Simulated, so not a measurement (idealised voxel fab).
A process module follows: voxel tone inversion.
The width of the displayed cross-section, cut, is 215 nm; its cells are square, with a size of 5 nm.
This document writes a cross-section as a grid whose cells are square, and gives it as bands, listed from the top down; one or more rows of cells form a band.
In this notation a band is specified by the heights of its top and bottom, in that order and in nm, after which its materials appear from left to right, each paired with its width in nm. The word "everywhere" attached to a single material means that material fills the band from edge to edge; the word "empty" stands for empty space.
Below 0: as-received wafer, all one material; heights counted from there. Lowest band: no bottom, goes on down, written "0 -> down".
When a width is written as two numbers, as in "30->40", the first number is the width in the top row of cells of the band and the second is the width in its bottom row, and the width changes by the same amount from each row to the next.
"stayed the same" (step): cross-section cells unchanged, all of them.
"Sealed cavities" means: voids of 8 cells or more that are shut off from the top with no open way through. Written width x height at distance, distance from the left edge, in nm.
after a step's settings: what the simulator itself notes on the step
overlay nm: how far to the right of its planned place the mask lay on this masked step (negative: to the left).
Structure of the following material. The material consists of pairs of cross-sections. Each pair comprises the cross-section before one process step and the cross-section after that step, the latter shown only down to the lowest band that changed. The step between the cross-sections is specified beneath each pair, including its settings. Pairs are not necessarily consecutive: they may derive from different runs of this module performed on the same starting wafer. Continuity with the pair above is to be assumed only where the entry headed "Before this step" of the pair in question states it.
## Before this step
  0 -> down | Si everywhere
  Sealed cavities: none
## Step Outcome
  5 -> 0 | SiN everywhere
  At heights below 0, the structure remains unaltered.
  Sealed cavities: none
Step taken after the before cross-section and before the after cross-section above: CONFORMAL_DEP,material SiN,thk nm 5
Before this step: unchanged from the after cross-section in the pair immediately above; refer to that figure.
## Step Outcome
  20 -> 5 | aC everywhere
  At heights below 5, the structure remains unaltered.
  Sealed cavities: none
Step taken after the before cross-section and before the after cross-section above: DIRECTIONAL_DEP,material aC,thk nm 15
Before this step: unchanged from the after cross-section in the pair immediately above; refer to that figure.
## Step Outcome
  40 -> 20 | empty=20, resist=20, empty=30, resist=20, empty=30, resist=20, empty=30, resist=20, empty=25
  At heights below 20, the structure remains unaltered.
  Sealed cavities: none
Step taken after the before cross-section and before the after cross-section above: PATTERN,tone cover,mask id POSTS,material resist,width nm 20,pitch nm 50,thk nm 20,overlay nm 0
Before this step: unchanged from the after cross-section in the pair immediately above; refer to that figure.
## Step Outcome
  25 -> 20 | empty=20, resist=20, empty=30, resist=20, empty=30, resist=20, empty=30, resist=20, empty=25
  20 -> 5 | empty=20, aC=20, empty=30, aC=20, empty=30, aC=20, empty=30, aC=20, empty=25
  At heights below 5, the structure remains unaltered.
  Sealed cavities: none
Step taken after the before cross-section and before the after cross-section above: DIRECTIONAL_ETCH,etch materials aC,depth nm 15
Before this step: unchanged from the after cross-section in the pair immediately above; refer to that figure.
## Step Outcome
  20 -> 5 | empty=20, aC=20, empty=30, aC=20, empty=30, aC=20, empty=30, aC=20, empty=25
  At heights below 5, the structure remains unaltered.
  Sealed cavities: none
Step taken after the before cross-section and before the after cross-section above: STRIP,etch materials resist
Before this step: unchanged from the after cross-section in the pair immediately above; refer to that figure.
## Step Outcome
  25 -> 20 | lowk everywhere
  20 -> 5 | lowk=20, aC=20, lowk=30, aC=20, lowk=30, aC=20, lowk=30, aC=20, lowk=25
  At heights below 5, the structure remains unaltered.
  Sealed cavities: none
Step taken after the before cross-section and before the after cross-section above: FILL_DEP,material lowk,thk nm 5
Before this step: unchanged from the after cross-section in the pair immediately above; refer to that figure.
## Step Outcome
  20 -> 5 | lowk=20, aC=20, lowk=30, aC=20, lowk=30, aC=20, lowk=30, aC=20, lowk=25
  At heights below 5, the structure remains unaltered.
  Sealed cavities: none
Step taken after the before cross-section and before the after cross-section above: CMP,height nm 20
Before this step: unchanged from the after cross-section in the pair immediately above; refer to that figure.
## Step Outcome
  20 -> 5 | lowk=20, empty=20, lowk=30, empty=20, lowk=30, empty=20, lowk=30, empty=20, lowk=25
  At heights below 5, the structure remains unaltered.
  Sealed cavities: none
Step taken after the before cross-section and before the after cross-section above: STRIP,etch materials aC
## Before this step
  0 -> down | Si everywhere
  Sealed cavities: none
## Step Outcome
  15 -> 0 | aC everywhere
  At heights below 0, the structure remains unaltered.
  Sealed cavities: none
Step taken after the before cross-section and before the after cross-section above: DIRECTIONAL_DEP,material aC,thk nm 15
Before this step: unchanged from the after cross-section in the pair immediately above; refer to that figure.
## Step Outcome
  35 -> 15 | empty=20, resist=20, empty=30, resist=20, empty=30, resist=20, empty=30, resist=20, empty=25
  At heights below 15, the structure remains unaltered.
  Sealed cavities: none
Step taken after the before cross-section and before the after cross-section above: PATTERN,tone cover,mask id POSTS,material resist,width nm 20,pitch nm 50,thk nm 20,overlay nm 0
Before this step: unchanged from the after cross-section in the pair immediately above; refer to that figure.
## Step Outcome
  20 -> 15 | empty=20, resist=20, empty=30, resist=20, empty=30, resist=20, empty=30, resist=20, empty=25
  15 -> 0 | empty=20, aC=20, empty=30, aC=20, empty=30, aC=20, empty=30, aC=20, empty=25
  At heights below 0, the structure remains unaltered.
  Sealed cavities: none
Step taken after the before cross-section and before the after cross-section above: DIRECTIONAL_ETCH,etch materials aC,depth nm 15
Before this step: unchanged from the after cross-section in the pair immediately above; refer to that figure.
## Step Outcome
  15 -> 0 | empty=20, aC=20, empty=30, aC=20, empty=30, aC=20, empty=30, aC=20, empty=25
  At heights below 0, the structure remains unaltered.
  Sealed cavities: none
Step taken after the before cross-section and before the after cross-section above: STRIP,etch materials resist
Before this step: unchanged from the after cross-section in the pair immediately above; refer to that figure.
## Step Outcome
  20 -> 15 | lowk everywhere
  15 -> 0 | lowk=20, aC=20, lowk=30, aC=20, lowk=30, aC=20, lowk=30, aC=20, lowk=25
  At heights below 0, the structure remains unaltered.
  Sealed cavities: none
Step taken after the before cross-section and before the after cross-section above: FILL_DEP,material lowk,thk nm 5
## Before this step
  15 -> 0 | aC everywhere
  0 -> down | Si everywhere
  Sealed cavities: none
## Step Outcome
  20 -> 15 | SiN everywhere
  At heights below 15, the structure remains unaltered.
  Sealed cavities: none
Step taken after the before cross-section and before the after cross-section above: CONFORMAL_DEP,material SiN,thk nm 5
Before this step: unchanged from the after cross-section in the pair immediately above; refer to that figure.
## Step Outcome
  40 -> 20 | empty=20, resist=20, empty=30, resist=20, empty=30, resist=20, empty=30, resist=20, empty=25
  At heights below 20, the structure remains unaltered.
  Sealed cavities: none
Step taken after the before cross-section and before the after cross-section above: PATTERN,tone cover,mask id POSTS,material resist,width nm 20,pitch nm 50,thk nm 20,overlay nm 0
Before this step: unchanged from the after cross-section in the pair immediately above; refer to that figure.
## Step Outcome
  25 -> 20 | empty=20, resist=20, empty=30, resist=20, empty=30, resist=20, empty=30, resist=20, empty=25
  At heights below 20, the structure remains unaltered.
  Sealed cavities: none
Step taken after the before cross-section and before the after cross-section above: DIRECTIONAL_ETCH,etch materials aC,depth nm 15
Before this step: unchanged from the after cross-section in the pair immediately above; refer to that figure.
## Step Outcome
  20 -> 15 | SiN everywhere
  At heights below 15, the structure remains unaltered.
  Sealed cavities: none
Step taken after the before cross-section and before the after cross-section above: STRIP,etch materials resist
Before this step: unchanged from the after cross-section in the pair immediately above; refer to that figure.
## Step Outcome
  25 -> 20 | lowk everywhere
  At heights below 20, the structure remains unaltered.
  Sealed cavities: none
Step taken after the before cross-section and before the after cross-section above: FILL_DEP,material lowk,thk nm 5
Before this step: unchanged from the after cross-section in the pair immediately above; refer to that figure.
## Step Outcome
  20 -> 15 | SiN everywhere
  At heights below 15, the structure remains unaltered.
  Sealed cavities: none
Step taken after the before cross-section and before the after cross-section above: CMP,height nm 20
## Before this step
  0 -> down | Si everywhere
  Sealed cavities: none
## Step Outcome
  15 -> 0 | SiN everywhere
  At heights below 0, the structure remains unaltered.
  Sealed cavities: none
Step taken after the before cross-section and before the after cross-section above: CONFORMAL_DEP,material SiN,thk nm 15
Before this step: unchanged from the after cross-section in the pair immediately above; refer to that figure.
## Step Outcome
  30 -> 15 | aC everywhere
  At heights below 15, the structure remains unaltered.
  Sealed cavities: none
Step taken after the before cross-section and before the after cross-section above: DIRECTIONAL_DEP,material aC,thk nm 15
Before this step: unchanged from the after cross-section in the pair immediately above; refer to that figure.
## Step Outcome
  50 -> 30 | empty=20, resist=20, empty=30, resist=20, empty=30, resist=20, empty=30, resist=20, empty=25
  At heights below 30, the structure remains unaltered.
  Sealed cavities: none
Step taken after the before cross-section and before the after cross-section above: PATTERN,tone cover,mask id POSTS,material resist,width nm 20,pitch nm 50,thk nm 20,overlay nm 0
Before this step: unchanged from the after cross-section in the pair immediately above; refer to that figure.
## Step Outcome
  35 -> 30 | empty=20, resist=20, empty=30, resist=20, empty=30, resist=20, empty=30, resist=20, empty=25
  30 -> 15 | empty=20, aC=20, empty=30, aC=20, empty=30, aC=20, empty=30, aC=20, empty=25
  At heights below 15, the structure remains unaltered.
  Sealed cavities: none
Step taken after the before cross-section and before the after cross-section above: DIRECTIONAL_ETCH,etch materials aC,depth nm 15
Before this step: unchanged from the after cross-section in the pair immediately above; refer to that figure.
## Step Outcome
  30 -> 15 | empty=20, aC=20, empty=30, aC=20, empty=30, aC=20, empty=30, aC=20, empty=25
  At heights below 15, the structure remains unaltered.
  Sealed cavities: none
Step taken after the before cross-section and before the after cross-section above: STRIP,etch materials resist
Before this step: unchanged from the after cross-section in the pair immediately above; refer to that figure.
## Step Outcome
  35 -> 30 | lowk everywhere
  30 -> 15 | lowk=20, aC=20, lowk=30, aC=20, lowk=30, aC=20, lowk=30, aC=20, lowk=25
  At heights below 15, the structure remains unaltered.
  Sealed cavities: none
Step taken after the before cross-section and before the after cross-section above: FILL_DEP,material lowk,thk nm 5
Before this step: unchanged from the after cross-section in the pair immediately above; refer to that figure.
## Step Outcome
  20 -> 15 | lowk=20, aC=20, lowk=30, aC=20, lowk=30, aC=20, lowk=30, aC=20, lowk=25
  At heights below 15, the structure remains unaltered.
  Sealed cavities: none
Step taken after the before cross-section and before the after cross-section above: CMP,height nm 20
Before this step: unchanged from the after cross-section in the pair immediately above; refer to that figure.
## Step Outcome
  20 -> 15 | lowk=20, empty=20, lowk=30, empty=20, lowk=30, empty=20, lowk=30, empty=20, lowk=25
  At heights below 15, the structure remains unaltered.
  Sealed cavities: none
Step taken after the before cross-section and before the after cross-section above: STRIP,etch materials aC
## Before this step
  20 -> 5 | aC everywhere
  5 -> 0 | SiN everywhere
  0 -> down | Si everywhere
  Sealed cavities: none
## Step Outcome
  40 -> 20 | empty=25, resist=15, empty=35, resist=15, empty=35, resist=15, empty=35, resist=15, empty=25
  At heights below 20, the structure remains unaltered.
  Sealed cavities: none
Step taken after the before cross-section and before the after cross-section above: PATTERN,tone cover,mask id POSTS,material resist,width nm 15,pitch nm 50,thk nm 20,overlay nm 0
Before this step: unchanged from the after cross-section in the pair immediately above; refer to that figure.
## Step Outcome
  25 -> 20 | empty=25, resist=15, empty=35, resist=15, empty=35, resist=15, empty=35, resist=15, empty=25
  20 -> 5 | empty=25, aC=15, empty=35, aC=15, empty=35, aC=15, empty=35, aC=15, empty=25
  At heights below 5, the structure remains unaltered.
  Sealed cavities: none
Step taken after the before cross-section and before the after cross-section above: DIRECTIONAL_ETCH,etch materials aC,depth nm 15
Before this step: unchanged from the after cross-section in the pair immediately above; refer to that figure.
## Step Outcome
  20 -> 5 | empty=25, aC=15, empty=35, aC=15, empty=35, aC=15, empty=35, aC=15, empty=25
  At heights below 5, the structure remains unaltered.
  Sealed cavities: none
Step taken after the before cross-section and before the after cross-section above: STRIP,etch materials resist
Before this step: unchanged from the after cross-section in the pair immediately above; refer to that figure.
## Step Outcome
  25 -> 20 | lowk everywhere
  20 -> 5 | lowk=25, aC=15, lowk=35, aC=15, lowk=35, aC=15, lowk=35, aC=15, lowk=25
  At heights below 5, the structure remains unaltered.
  Sealed cavities: none
Step taken after the before cross-section and before the after cross-section above: FILL_DEP,material lowk,thk nm 5
Before this step: unchanged from the after cross-section in the pair immediately above; refer to that figure.
## Step Outcome
  20 -> 5 | lowk=25, aC=15, lowk=35, aC=15, lowk=35, aC=15, lowk=35, aC=15, lowk=25
  At heights below 5, the structure remains unaltered.
  Sealed cavities: none
Step taken after the before cross-section and before the after cross-section above: CMP,height nm 20
Before this step: unchanged from the after cross-section in the pair immediately above; refer to that figure.
## Step Outcome
  20 -> 5 | lowk=25, empty=15, lowk=35, empty=15, lowk=35, empty=15, lowk=35, empty=15, lowk=25
  At heights below 5, the structure remains unaltered.
  Sealed cavities: none
Step taken after the before cross-section and before the after cross-section above: STRIP,etch materials aC
## Before this step
  20 -> 5 | aC everywhere
  5 -> 0 | SiN everywhere
  0 -> down | Si everywhere
  Sealed cavities: none
## Step Outcome
  40 -> 20 | empty=25, resist=20, empty=30, resist=20, empty=30, resist=20, empty=30, resist=20, empty=20
  At heights below 20, the structure remains unaltered.
  Sealed cavities: none
Step taken after the before cross-section and before the after cross-section above: PATTERN,tone cover,mask id POSTS,material resist,width nm 20,pitch nm 50,thk nm 20,overlay nm 5
Before this step: unchanged from the after cross-section in the pair immediately above; refer to that figure.
## Step Outcome
  25 -> 20 | empty=25, resist=20, empty=30, resist=20, empty=30, resist=20, empty=30, resist=20, empty=20
  20 -> 5 | empty=25, aC=20, empty=30, aC=20, empty=30, aC=20, empty=30, aC=20, empty=20
  At heights below 5, the structure remains unaltered.
  Sealed cavities: none
Step taken after the before cross-section and before the after cross-section above: DIRECTIONAL_ETCH,etch materials aC,depth nm 15
Before this step: unchanged from the after cross-section in the pair immediately above; refer to that figure.
## Step Outcome
  20 -> 5 | empty=25, aC=20, empty=30, aC=20, empty=30, aC=20, empty=30, aC=20, empty=20
  At heights below 5, the structure remains unaltered.
  Sealed cavities: none
Step taken after the before cross-section and before the after cross-section above: STRIP,etch materials resist
Before this step: unchanged from the after cross-section in the pair immediately above; refer to that figure.
## Step Outcome
  25 -> 20 | lowk everywhere
  20 -> 5 | lowk=25, aC=20, lowk=30, aC=20, lowk=30, aC=20, lowk=30, aC=20, lowk=20
  At heights below 5, the structure remains unaltered.
  Sealed cavities: none
Step taken after the before cross-section and before the after cross-section above: FILL_DEP,material lowk,thk nm 5
Before this step: unchanged from the after cross-section in the pair immediately above; refer to that figure.
## Step Outcome
  20 -> 5 | lowk=25, aC=20, lowk=30, aC=20, lowk=30, aC=20, lowk=30, aC=20, lowk=20
  At heights below 5, the structure remains unaltered.
  Sealed cavities: none
Step taken after the before cross-section and before the after cross-section above: CMP,height nm 20
Before this step: unchanged from the after cross-section in the pair immediately above; refer to that figure.
## Step Outcome
  20 -> 5 | lowk=25, empty=20, lowk=30, empty=20, lowk=30, empty=20, lowk=30, empty=20, lowk=20
  At heights below 5, the structure remains unaltered.
  Sealed cavities: none
Step taken after the before cross-section and before the after cross-section above: STRIP,etch materials aC
## Before this step
  5 -> 0 | SiN everywhere
  0 -> down | Si everywhere
  Sealed cavities: none
## Step Outcome
  20 -> 5 | lowk everywhere
  At heights below 5, the structure remains unaltered.
  Sealed cavities: none
Step taken after the before cross-section and before the after cross-section above: DIRECTIONAL_DEP,material lowk,thk nm 15
Before this step: unchanged from the after cross-section in the pair immediately above; refer to that figure.
## Step Outcome
  40 -> 20 | empty=20, resist=20, empty=30, resist=20, empty=30, resist=20, empty=30, resist=20, empty=25
  At heights below 20, the structure remains unaltered.
  Sealed cavities: none
Step taken after the before cross-section and before the after cross-section above: PATTERN,tone cover,mask id POSTS,material resist,width nm 20,pitch nm 50,thk nm 20,overlay nm 0
Before this step: unchanged from the after cross-section in the pair immediately above; refer to that figure.
## Step Outcome
  25 -> 20 | empty=20, resist=20, empty=30, resist=20, empty=30, resist=20, empty=30, resist=20, empty=25
  At heights below 20, the structure remains unaltered.
  Sealed cavities: none
Step taken after the before cross-section and before the after cross-section above: DIRECTIONAL_ETCH,etch materials aC,depth nm 15
Before this step: unchanged from the after cross-section in the pair immediately above; refer to that figure.
## Step Outcome
  20 -> 5 | lowk everywhere
  At heights below 5, the structure remains unaltered.
  Sealed cavities: none
Step taken after the before cross-section and before the after cross-section above: STRIP,etch materials resist
Before this step: unchanged from the after cross-section in the pair immediately above; refer to that figure.
## Step Outcome
  25 -> 5 | lowk everywhere
  At heights below 5, the structure remains unaltered.
  Sealed cavities: none
Step taken after the before cross-section and before the after cross-section above: FILL_DEP,material lowk,thk nm 5
Before this step: unchanged from the after cross-section in the pair immediately above; refer to that figure.
## Step Outcome
  20 -> 5 | lowk everywhere
  At heights below 5, the structure remains unaltered.
  Sealed cavities: none
Step taken after the before cross-section and before the after cross-section above: CMP,height nm 20
## Before this step
  20 -> 5 | aC everywhere
  5 -> 0 | SiN everywhere
  0 -> down | Si everywhere
  Sealed cavities: none
## Step Outcome
  40 -> 20 | resist=20, empty=20, resist=30, empty=20, resist=30, empty=20, resist=30, empty=20, resist=25
  At heights below 20, the structure remains unaltered.
  Sealed cavities: none
Step taken after the before cross-section and before the after cross-section above: PATTERN,tone open,mask id POSTS,material resist,width nm 20,pitch nm 50,thk nm 20,overlay nm 0
Before this step: unchanged from the after cross-section in the pair immediately above; refer to that figure.
## Step Outcome
  25 -> 20 | resist=20, empty=20, resist=30, empty=20, resist=30, empty=20, resist=30, empty=20, resist=25
  20 -> 5 | aC=20, empty=20, aC=30, empty=20, aC=30, empty=20, aC=30, empty=20, aC=25
  At heights below 5, the structure remains unaltered.
  Sealed cavities: none
Step taken after the before cross-section and before the after cross-section above: DIRECTIONAL_ETCH,etch materials aC,depth nm 15
Before this step: unchanged from the after cross-section in the pair immediately above; refer to that figure.
## Step Outcome
  20 -> 5 | aC=20, empty=20, aC=30, empty=20, aC=30, empty=20, aC=30, empty=20, aC=25
  At heights below 5, the structure remains unaltered.
  Sealed cavities: none
Step taken after the before cross-section and before the after cross-section above: STRIP,etch materials resist
Before this step: unchanged from the after cross-section in the pair immediately above; refer to that figure.
## Step Outcome
  25 -> 20 | lowk everywhere
  20 -> 5 | aC=20, lowk=20, aC=30, lowk=20, aC=30, lowk=20, aC=30, lowk=20, aC=25
  At heights below 5, the structure remains unaltered.
  Sealed cavities: none
Step taken after the before cross-section and before the after cross-section above: FILL_DEP,material lowk,thk nm 5
Before this step: unchanged from the after cross-section in the pair immediately above; refer to that figure.
## Step Outcome
  20 -> 5 | aC=20, lowk=20, aC=30, lowk=20, aC=30, lowk=20, aC=30, lowk=20, aC=25
  At heights below 5, the structure remains unaltered.
  Sealed cavities: none
Step taken after the before cross-section and before the after cross-section above: CMP,height nm 20
Before this step: unchanged from the after cross-section in the pair immediately above; refer to that figure.
## Step Outcome
  20 -> 5 | empty=20, lowk=20, empty=30, lowk=20, empty=30, lowk=20, empty=30, lowk=20, empty=25
  At heights below 5, the structure remains unaltered.
  Sealed cavities: none
Step taken after the before cross-section and before the after cross-section above: STRIP,etch materials aC
